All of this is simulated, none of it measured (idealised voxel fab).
The following process module bears the name voxel self aligned contacts.
Pictured: cross-section cut, 260 nm wide, on a grid of 5 nm square cells.
This document writes a cross-section as a grid whose cells are square, and gives it as bands, listed from the top down; one or more rows of cells form a band.
Read a band's entry like this: the first values are the height of its top and the height of its bottom in nm, and what follows is the sequence of materials from left to right, each with its width in nm. Note that "blank" is empty space, and that a single material marked "throughout" reaches across the band from edge to edge.
Beneath 0, the wafer as received is one material, and that level is where height counting begins. The lowest band goes on downward without a bottom; it is written like "0..down".
Width spec "30..40" -> top row of cells at first value, bottom row at second value, equal per-row change in between.
The designation "identical to before", where it is given for a processing step, indicates that no cell of the cross-section was altered in the course of that step.
Entry "Sealed void inventory". Content: empty spaces with no open connection to the top, size 8 cells or greater. Each: width x height at distance. Distance: from left edge. Unit: nm.
Text after the settings on a step's line: the simulator's own remark on that step.
Each step line may optionally specify "overlay nm", which for a step with a mask gives the rightward distance between the mask's planned place and where it lay, a negative value indicating the leftward direction.
### The steps planned for the process are as follows
1: RECEIVE (material Si)
2: OXIDIZE (depth nm 5)
3: DIRECTIONAL_DEP (material polySi; thk nm 25)
4: DIRECTIONAL_DEP (material SiN; thk nm 25)
5: MASKED_ETCH (tone cover; mask id GATE; width nm 30; pitch nm 75; etch materials SiN; depth nm 25; overlay nm 0)
6: MASKED_ETCH (tone cover; mask id GATE; width nm 30; pitch nm 75; etch materials polySi; depth nm 25; overlay nm 0)
7: CONFORMAL_DEP (material SiN; thk nm 10)
8: DIRECTIONAL_ETCH (etch materials SiN; depth nm 10)
9: FILL_DEP (material SiO2; thk nm 15)
10: CMP (height nm 60)
11: DIRECTIONAL_DEP (material aC; thk nm 10)
12: PATTERN (tone open; mask id CONTACT; material resist; width nm 55; pitch nm 75; thk nm 30; overlay nm 0)
13: DIRECTIONAL_ETCH (etch materials aC; depth nm 10)
14: STRIP (etch materials resist)
15: DIRECTIONAL_ETCH (etch materials SiO2; depth nm 65)
16: STRIP (etch materials aC)
17: CONFORMAL_DEP (material TiN; thk nm 5)
18: FILL_DEP (material Ru; thk nm 10)
19: CMP (height nm 60)
20: CONFORMAL_DEP (material SiCN; thk nm 5)
### Cross-section of the wafer at receipt, which is the condition after step 1
    0..down  Si throughout
    Sealed void inventory: none
### End-of-module XS, first of two wafers, run as planned
    65..60  SiCN throughout
    60..50  SiO2 65 / TiN 5..20 / Ru 45..15 / TiN 5..20 / SiO2 20 / TiN 5..20 / Ru 45..15 / TiN 5..20 / SiO2 65
    50..25  SiO2 30 / SiN 50 / TiN 5 / Ru 15 / TiN 5 / SiN 50 / TiN 5 / Ru 15 / TiN 5 / SiN 50 / SiO2 30
    25..0  SiO2 30 / SiN 10 / polySi 30 / SiN 10 / TiN 5 / Ru 15 / TiN 5 / SiN 10 / polySi 30 / SiN 10 / TiN 5 / Ru 15 / TiN 5 / SiN 10 / polySi 30 / SiN 10 / SiO2 30
    0..-5  SiO2 80 / TiN 25 / SiO2 50 / TiN 25 / SiO2 80
    -5..down  Si throughout
    Sealed void inventory: none
### Presented here is a cross-section of the second of the two wafers as it stood at the end of the module. It was started in the same manner and assigned the same plan as the first wafer; however, one mistake was made in its execution
    65..60  SiCN throughout
    60..50  SiO2 65 / TiN 5..20 / Ru 45..15 / TiN 5..20 / SiO2 20 / TiN 5..20 / Ru 45..15 / TiN 5..20 / SiO2 65
    50..25  SiO2 30 / SiN 50 / TiN 5 / Ru 15 / TiN 5 / SiN 50 / TiN 5 / Ru 15 / TiN 5 / SiN 50 / SiO2 30
    25..15  SiO2 30 / SiN 10 / polySi 30 / SiN 10 / TiN 5 / Ru 15 / TiN 5 / SiN 10 / polySi 30 / SiN 10 / TiN 5 / Ru 15 / TiN 5 / SiN 10 / polySi 30 / SiN 10 / SiO2 30
    15..10  SiO2 30 / SiN 10 / polySi 30 / SiN 10 / TiN 25 / SiN 10 / polySi 30 / SiN 10 / TiN 25 / SiN 10 / polySi 30 / SiN 10 / SiO2 30
    10..0  SiN 40 / polySi 30 / SiN 45 / polySi 30 / SiN 45 / polySi 30 / SiN 40
    0..-5  SiO2 throughout
    -5..down  Si throughout
    Sealed void inventory: none
Heads up, the wafer didn't run the way we planned it: steps 7 and 8 of the plan were run in the wrong order, each in the other's place
Cell-count delta at end, second wafer over first, by material: -18 Ru; +44 SiN; -14 SiO2; -12 TiN
